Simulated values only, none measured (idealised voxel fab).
You're looking at the process module voxel wiring stack.
The cross-section shown here is cut; it is 190 nm wide and divided into square cells measuring 5 nm on a side.
In this document a cross-section is written as a grid of square cells. It is given as a series of bands, listed from the top down, and a band is one or more rows of cells. Band entry format. Leading values: height of top, height of bottom, nm. Remainder: materials in left-to-right order, each with its width in nm. Special words: "full width" on a single material, which then fills the band edge to edge; "blank", empty space. The reference from which all heights are counted is 0, the level beneath which the as-received wafer is entirely one material; the lowest band, having no lower bound, proceeds downward and is written after the example "0 -> down". It should be noted that a width expressed as "30->40" varies in equal increments from row to row of cells within the band, taking the value of the first number at the top row and that of the second number at the bottom row. "no modification" means the step left every cell of the cross-section as it was. Any empty space of 8 cells or more lacking an open way to the top shows up in "Fully sealed cavities" as width x height at distance, distance from the left edge, in nm. Past the settings on a step's line: simulator remark, on that step. Among the settings permitted on a step's line is "overlay nm"; applied to a step with a mask, it specifies the extent to which the mask lay to the right of its planned position, whereas a negative figure signifies a position to the left.

[plan]
- 1: RECEIVE: material Si
- 2: CONFORMAL_DEP: material SiO2, thk nm 10
- 3: CONFORMAL_DEP: material SiCN, thk nm 5
- 4: DIRECTIONAL_DEP: material SiO2, thk nm 20
- 5: DIRECTIONAL_DEP: material aC, thk nm 10
- 6: PATTERN: tone open, mask id METAL_1, material resist, width nm 20, pitch nm 40, thk nm 30, overlay nm 0
- 7: DIRECTIONAL_ETCH: etch materials aC, depth nm 10
- 8: STRIP: etch materials resist
- 9: DIRECTIONAL_ETCH: etch materials SiO2, depth nm 20
- 10: DIRECTIONAL_ETCH: etch materials SiCN, depth nm 5
- 11: STRIP: etch materials aC
- 12: CONFORMAL_DEP: material TiN, thk nm 5
- 13: FILL_DEP: material Cu, thk nm 5
- 14: CMP: height nm 35
- 15: CONFORMAL_DEP: material SiCN, thk nm 5
- 16: DIRECTIONAL_DEP: material SiO2, thk nm 30
- 17: DIRECTIONAL_DEP: material aC, thk nm 10
- 18: PATTERN: tone open, mask id METAL_2, material resist, width nm 20, pitch nm 40, thk nm 30, overlay nm 0
- 19: DIRECTIONAL_ETCH: etch materials aC, depth nm 10
- 20: STRIP: etch materials resist
- 21: DIRECTIONAL_ETCH: etch materials SiO2, depth nm 15
- 22: STRIP: etch materials aC
- 23: PATTERN: tone open, mask id METAL_2_HOLES, material resist, width nm 15, pitch nm 80, thk nm 20, overlay nm 0
- 24: DIRECTIONAL_ETCH: etch materials SiO2, depth nm 15
- 25: DIRECTIONAL_ETCH: etch materials SiCN, depth nm 5
- 26: STRIP: etch materials resist
- 27: CONFORMAL_DEP: material TiN, thk nm 5
- 28: FILL_DEP: material Ru, thk nm 10
- 29: CMP: height nm 70
- 30: CONFORMAL_DEP: material SiN, thk nm 5

[Account of the first of two wafers, which was processed as intended]

[Cross-section of the wafer as it came to us, i.e., already through step 1]
0 -> down | Si full width
Fully sealed cavities: none

[Cross-section: wafer state after step 2]
10 -> 0 | SiO2 full width
Everything under 0 stays put, no change at all.

[Cross-section: wafer state after step 3]
15 -> 10 | SiCN full width
Everything under 10 stays put, no change at all.

[Cross-section: wafer state after step 4]
35 -> 15 | SiO2 full width
Everything under 15 stays put, no change at all.

[Cross-section: wafer state after step 5]
45 -> 35 | aC full width
Everything under 35 stays put, no change at all.

[Cross-section: wafer state after step 6]
75 -> 45 | resist 25 | blank 20 | resist 20 | blank 20 | resist 20 | blank 20 | resist 20 | blank 20 | resist 25
Everything under 45 stays put, no change at all.

[Cross-section: wafer state after step 7]
65 -> 45 | resist 25 | blank 20 | resist 20 | blank 20 | resist 20 | blank 20 | resist 20 | blank 20 | resist 25
45 -> 35 | aC 25 | blank 20 | aC 20 | blank 20 | aC 20 | blank 20 | aC 20 | blank 20 | aC 25
Everything under 35 stays put, no change at all.

[Cross-section: wafer state after step 8]
45 -> 35 | aC 25 | blank 20 | aC 20 | blank 20 | aC 20 | blank 20 | aC 20 | blank 20 | aC 25
Everything under 35 stays put, no change at all.

[Cross-section: wafer state after step 9]
45 -> 35 | aC 25 | blank 20 | aC 20 | blank 20 | aC 20 | blank 20 | aC 20 | blank 20 | aC 25
35 -> 15 | SiO2 25 | blank 20 | SiO2 20 | blank 20 | SiO2 20 | blank 20 | SiO2 20 | blank 20 | SiO2 25
Everything under 15 stays put, no change at all.

[Cross-section: wafer state after step 10]
45 -> 35 | aC 25 | blank 20 | aC 20 | blank 20 | aC 20 | blank 20 | aC 20 | blank 20 | aC 25
35 -> 15 | SiO2 25 | blank 20 | SiO2 20 | blank 20 | SiO2 20 | blank 20 | SiO2 20 | blank 20 | SiO2 25
15 -> 10 | SiCN 25 | blank 20 | SiCN 20 | blank 20 | SiCN 20 | blank 20 | SiCN 20 | blank 20 | SiCN 25
Everything under 10 stays put, no change at all.

[Cross-section: wafer state after step 11]
35 -> 15 | SiO2 25 | blank 20 | SiO2 20 | blank 20 | SiO2 20 | blank 20 | SiO2 20 | blank 20 | SiO2 25
Everything under 15 stays put, no change at all.

[Cross-section: wafer state after step 12]
40 -> 35 | TiN 30 | blank 10 | TiN 30 | blank 10 | TiN 30 | blank 10 | TiN 30 | blank 10 | TiN 30
35 -> 15 | SiO2 25 | TiN 5 | blank 10 | TiN 5 | SiO2 20 | TiN 5 | blank 10 | TiN 5 | SiO2 20 | TiN 5 | blank 10 | TiN 5 | SiO2 20 | TiN 5 | blank 10 | TiN 5 | SiO2 25
15 -> 10 | SiCN 25 | TiN 20 | SiCN 20 | TiN 20 | SiCN 20 | TiN 20 | SiCN 20 | TiN 20 | SiCN 25
Everything under 10 stays put, no change at all.

[Cross-section: wafer state after step 13]
45 -> 40 | Cu full width
40 -> 35 | TiN 30 | Cu 10 | TiN 30 | Cu 10 | TiN 30 | Cu 10 | TiN 30 | Cu 10 | TiN 30
35 -> 15 | SiO2 25 | TiN 5 | Cu 10 | TiN 5 | SiO2 20 | TiN 5 | Cu 10 | TiN 5 | SiO2 20 | TiN 5 | Cu 10 | TiN 5 | SiO2 20 | TiN 5 | Cu 10 | TiN 5 | SiO2 25
Everything under 15 stays put, no change at all.

[Cross-section: wafer state after step 14]
35 -> 15 | SiO2 25 | TiN 5 | Cu 10 | TiN 5 | SiO2 20 | TiN 5 | Cu 10 | TiN 5 | SiO2 20 | TiN 5 | Cu 10 | TiN 5 | SiO2 20 | TiN 5 | Cu 10 | TiN 5 | SiO2 25
Everything under 15 stays put, no change at all.

[Cross-section: wafer state after step 15]
40 -> 35 | SiCN full width
Everything under 35 stays put, no change at all.

[Cross-section: wafer state after step 16]
70 -> 40 | SiO2 full width
Everything under 40 stays put, no change at all.

[Cross-section: wafer state after step 17]
80 -> 70 | aC full width
Everything under 70 stays put, no change at all.

[Cross-section: wafer state after step 18]
110 -> 80 | resist 25 | blank 20 | resist 20 | blank 20 | resist 20 | blank 20 | resist 20 | blank 20 | resist 25
Everything under 80 stays put, no change at all.

[Cross-section: wafer state after step 19]
100 -> 80 | resist 25 | blank 20 | resist 20 | blank 20 | resist 20 | blank 20 | resist 20 | blank 20 | resist 25
80 -> 70 | aC 25 | blank 20 | aC 20 | blank 20 | aC 20 | blank 20 | aC 20 | blank 20 | aC 25
Everything under 70 stays put, no change at all.

[Cross-section: wafer state after step 20]
80 -> 70 | aC 25 | blank 20 | aC 20 | blank 20 | aC 20 | blank 20 | aC 20 | blank 20 | aC 25
Everything under 70 stays put, no change at all.

[Cross-section: wafer state after step 21]
80 -> 70 | aC 25 | blank 20 | aC 20 | blank 20 | aC 20 | blank 20 | aC 20 | blank 20 | aC 25
70 -> 55 | SiO2 25 | blank 20 | SiO2 20 | blank 20 | SiO2 20 | blank 20 | SiO2 20 | blank 20 | SiO2 25
Everything under 55 stays put, no change at all.

[Cross-section: wafer state after step 22]
70 -> 55 | SiO2 25 | blank 20 | SiO2 20 | blank 20 | SiO2 20 | blank 20 | SiO2 20 | blank 20 | SiO2 25
Everything under 55 stays put, no change at all.

[Cross-section: wafer state after step 23]
90 -> 70 | resist 25 | blank 15 | resist 65 | blank 15 | resist 70
70 -> 55 | SiO2 25 | blank 15 | resist 5 | SiO2 20 | resist 20 | SiO2 20 | blank 15 | resist 5 | SiO2 20 | resist 20 | SiO2 25
Everything under 55 stays put, no change at all.

[Cross-section: wafer state after step 24]
90 -> 70 | resist 25 | blank 15 | resist 65 | blank 15 | resist 70
70 -> 55 | SiO2 25 | blank 15 | resist 5 | SiO2 20 | resist 20 | SiO2 20 | blank 15 | resist 5 | SiO2 20 | resist 20 | SiO2 25
55 -> 40 | SiO2 25 | blank 15 | SiO2 65 | blank 15 | SiO2 70
Everything under 40 stays put, no change at all.

[Cross-section: wafer state after step 25]
90 -> 70 | resist 25 | blank 15 | resist 65 | blank 15 | resist 70
70 -> 55 | SiO2 25 | blank 15 | resist 5 | SiO2 20 | resist 20 | SiO2 20 | blank 15 | resist 5 | SiO2 20 | resist 20 | SiO2 25
55 -> 40 | SiO2 25 | blank 15 | SiO2 65 | blank 15 | SiO2 70
40 -> 35 | SiCN 25 | blank 15 | SiCN 65 | blank 15 | SiCN 70
Everything under 35 stays put, no change at all.

[Cross-section: wafer state after step 26]
70 -> 55 | SiO2 25 | blank 20 | SiO2 20 | blank 20 | SiO2 20 | blank 20 | SiO2 20 | blank 20 | SiO2 25
Everything under 55 stays put, no change at all.

[Cross-section: wafer state after step 27]
75 -> 70 | TiN 30 | blank 10 | TiN 30 | blank 10 | TiN 30 | blank 10 | TiN 30 | blank 10 | TiN 30
70 -> 60 | SiO2 25 | TiN 5 | blank 10 | TiN 5 | SiO2 20 | TiN 5 | blank 10 | TiN 5 | SiO2 20 | TiN 5 | blank 10 | TiN 5 | SiO2 20 | TiN 5 | blank 10 | TiN 5 | SiO2 25
60 -> 55 | SiO2 25 | TiN 5 | blank 5 | TiN 10 | SiO2 20 | TiN 20 | SiO2 20 | TiN 5 | blank 5 | TiN 10 | SiO2 20 | TiN 20 | SiO2 25
55 -> 40 | SiO2 25 | TiN 5 | blank 5 | TiN 5 | SiO2 65 | TiN 5 | blank 5 | TiN 5 | SiO2 70
40 -> 35 | SiCN 25 | TiN 15 | SiCN 65 | TiN 15 | SiCN 70
Everything under 35 stays put, no change at all.

[Cross-section: wafer state after step 28]
85 -> 75 | Ru full width
75 -> 70 | TiN 30 | Ru 10 | TiN 30 | Ru 10 | TiN 30 | Ru 10 | TiN 30 | Ru 10 | TiN 30
70 -> 60 | SiO2 25 | TiN 5 | Ru 10 | TiN 5 | SiO2 20 | TiN 5 | Ru 10 | TiN 5 | SiO2 20 | TiN 5 | Ru 10 | TiN 5 | SiO2 20 | TiN 5 | Ru 10 | TiN 5 | SiO2 25
60 -> 55 | SiO2 25 | TiN 5 | Ru 5 | TiN 10 | SiO2 20 | TiN 20 | SiO2 20 | TiN 5 | Ru 5 | TiN 10 | SiO2 20 | TiN 20 | SiO2 25
55 -> 40 | SiO2 25 | TiN 5 | Ru 5 | TiN 5 | SiO2 65 | TiN 5 | Ru 5 | TiN 5 | SiO2 70
Everything under 40 stays put, no change at all.

[Cross-section: wafer state after step 29]
70 -> 60 | SiO2 25 | TiN 5 | Ru 10 | TiN 5 | SiO2 20 | TiN 5 | Ru 10 | TiN 5 | SiO2 20 | TiN 5 | Ru 10 | TiN 5 | SiO2 20 | TiN 5 | Ru 10 | TiN 5 | SiO2 25
Everything under 60 stays put, no change at all.

[Cross-section: wafer state after step 30]
75 -> 70 | SiN full width
Everything under 70 stays put, no change at all.

[Second wafer: same start and same plan as the first, one execution error; identical to the first through step 13]

[What the second wafer looks like in cross-section when step 14 should have wrapped up]
30 -> 15 | SiO2 25 | TiN 5 | Cu 10 | TiN 5 | SiO2 20 | TiN 5 | Cu 10 | TiN 5 | SiO2 20 | TiN 5 | Cu 10 | TiN 5 | SiO2 20 | TiN 5 | Cu 10 | TiN 5 | SiO2 25
Everything under 15 stays put, no change at all.

[What the second wafer looks like in cross-section when step 15 should have wrapped up]
35 -> 30 | SiCN full width
Everything under 30 stays put, no change at all.

[What the second wafer looks like in cross-section when step 16 should have wrapped up]
65 -> 35 | SiO2 full width
Everything under 35 stays put, no change at all.

[What the second wafer looks like in cross-section when step 17 should have wrapped up]
75 -> 65 | aC full width
Everything under 65 stays put, no change at all.

[What the second wafer looks like in cross-section when step 18 should have wrapped up]
105 -> 75 | resist 25 | blank 20 | resist 20 | blank 20 | resist 20 | blank 20 | resist 20 | blank 20 | resist 25
Everything under 75 stays put, no change at all.

[What the second wafer looks like in cross-section when step 19 should have wrapped up]
95 -> 75 | resist 25 | blank 20 | resist 20 | blank 20 | resist 20 | blank 20 | resist 20 | blank 20 | resist 25
75 -> 65 | aC 25 | blank 20 | aC 20 | blank 20 | aC 20 | blank 20 | aC 20 | blank 20 | aC 25
Everything under 65 stays put, no change at all.

[What the second wafer looks like in cross-section when step 20 should have wrapped up]
75 -> 65 | aC 25 | blank 20 | aC 20 | blank 20 | aC 20 | blank 20 | aC 20 | blank 20 | aC 25
Everything under 65 stays put, no change at all.

[What the second wafer looks like in cross-section when step 21 should have wrapped up]
75 -> 65 | aC 25 | blank 20 | aC 20 | blank 20 | aC 20 | blank 20 | aC 20 | blank 20 | aC 25
65 -> 50 | SiO2 25 | blank 20 | SiO2 20 | blank 20 | SiO2 20 | blank 20 | SiO2 20 | blank 20 | SiO2 25
Everything under 50 stays put, no change at all.

[What the second wafer looks like in cross-section when step 22 should have wrapped up]
65 -> 50 | SiO2 25 | blank 20 | SiO2 20 | blank 20 | SiO2 20 | blank 20 | SiO2 20 | blank 20 | SiO2 25
Everything under 50 stays put, no change at all.

[What the second wafer looks like in cross-section when step 23 should have wrapped up]
85 -> 65 | resist 25 | blank 15 | resist 65 | blank 15 | resist 70
65 -> 50 | SiO2 25 | blank 15 | resist 5 | SiO2 20 | resist 20 | SiO2 20 | blank 15 | resist 5 | SiO2 20 | resist 20 | SiO2 25
Everything under 50 stays put, no change at all.

[What the second wafer looks like in cross-section when step 24 should have wrapped up]
85 -> 65 | resist 25 | blank 15 | resist 65 | blank 15 | resist 70
65 -> 50 | SiO2 25 | blank 15 | resist 5 | SiO2 20 | resist 20 | SiO2 20 | blank 15 | resist 5 | SiO2 20 | resist 20 | SiO2 25
50 -> 35 | SiO2 25 | blank 15 | SiO2 65 | blank 15 | SiO2 70
Everything under 35 stays put, no change at all.

[What the second wafer looks like in cross-section when step 25 should have wrapped up]
85 -> 65 | resist 25 | blank 15 | resist 65 | blank 15 | resist 70
65 -> 50 | SiO2 25 | blank 15 | resist 5 | SiO2 20 | resist 20 | SiO2 20 | blank 15 | resist 5 | SiO2 20 | resist 20 | SiO2 25
50 -> 35 | SiO2 25 | blank 15 | SiO2 65 | blank 15 | SiO2 70
35 -> 30 | SiCN 25 | blank 15 | SiCN 65 | blank 15 | SiCN 70
Everything under 30 stays put, no change at all.

[What the second wafer looks like in cross-section when step 26 should have wrapped up]
65 -> 50 | SiO2 25 | blank 20 | SiO2 20 | blank 20 | SiO2 20 | blank 20 | SiO2 20 | blank 20 | SiO2 25
Everything under 50 stays put, no change at all.

[What the second wafer looks like in cross-section when step 27 should have wrapped up]
70 -> 65 | TiN 30 | blank 10 | TiN 30 | blank 10 | TiN 30 | blank 10 | TiN 30 | blank 10 | TiN 30
65 -> 55 | SiO2 25 | TiN 5 | blank 10 | TiN 5 | SiO2 20 | TiN 5 | blank 10 | TiN 5 | SiO2 20 | TiN 5 | blank 10 | TiN 5 | SiO2 20 | TiN 5 | blank 10 | TiN 5 | SiO2 25
55 -> 50 | SiO2 25 | TiN 5 | blank 5 | TiN 10 | SiO2 20 | TiN 20 | SiO2 20 | TiN 5 | blank 5 | TiN 10 | SiO2 20 | TiN 20 | SiO2 25
50 -> 35 | SiO2 25 | TiN 5 | blank 5 | TiN 5 | SiO2 65 | TiN 5 | blank 5 | TiN 5 | SiO2 70
35 -> 30 | SiCN 25 | TiN 15 | SiCN 65 | TiN 15 | SiCN 70
Everything under 30 stays put, no change at all.

[What the second wafer looks like in cross-section when step 28 should have wrapped up]
80 -> 70 | Ru full width
70 -> 65 | TiN 30 | Ru 10 | TiN 30 | Ru 10 | TiN 30 | Ru 10 | TiN 30 | Ru 10 | TiN 30
65 -> 55 | SiO2 25 | TiN 5 | Ru 10 | TiN 5 | SiO2 20 | TiN 5 | Ru 10 | TiN 5 | SiO2 20 | TiN 5 | Ru 10 | TiN 5 | SiO2 20 | TiN 5 | Ru 10 | TiN 5 | SiO2 25
55 -> 50 | SiO2 25 | TiN 5 | Ru 5 | TiN 10 | SiO2 20 | TiN 20 | SiO2 20 | TiN 5 | Ru 5 | TiN 10 | SiO2 20 | TiN 20 | SiO2 25
50 -> 35 | SiO2 25 | TiN 5 | Ru 5 | TiN 5 | SiO2 65 | TiN 5 | Ru 5 | TiN 5 | SiO2 70
Everything under 35 stays put, no change at all.

[What the second wafer looks like in cross-section when step 29 should have wrapped up]
70 -> 65 | TiN 30 | Ru 10 | TiN 30 | Ru 10 | TiN 30 | Ru 10 | TiN 30 | Ru 10 | TiN 30
Everything under 65 stays put, no change at all.

[What the second wafer looks like in cross-section when step 30 should have wrapped up]
75 -> 70 | SiN full width
Everything under 70 stays put, no change at all.
Misprocessing identified: step 14 off recipe, ran as CMP: height nm 30
In the final state, the cell counts of the second wafer exceed or fall short of those of the first for the following materials: 8 fewer of Cu | 8 more of Ru | 22 fewer of SiO2 | 22 more of TiN
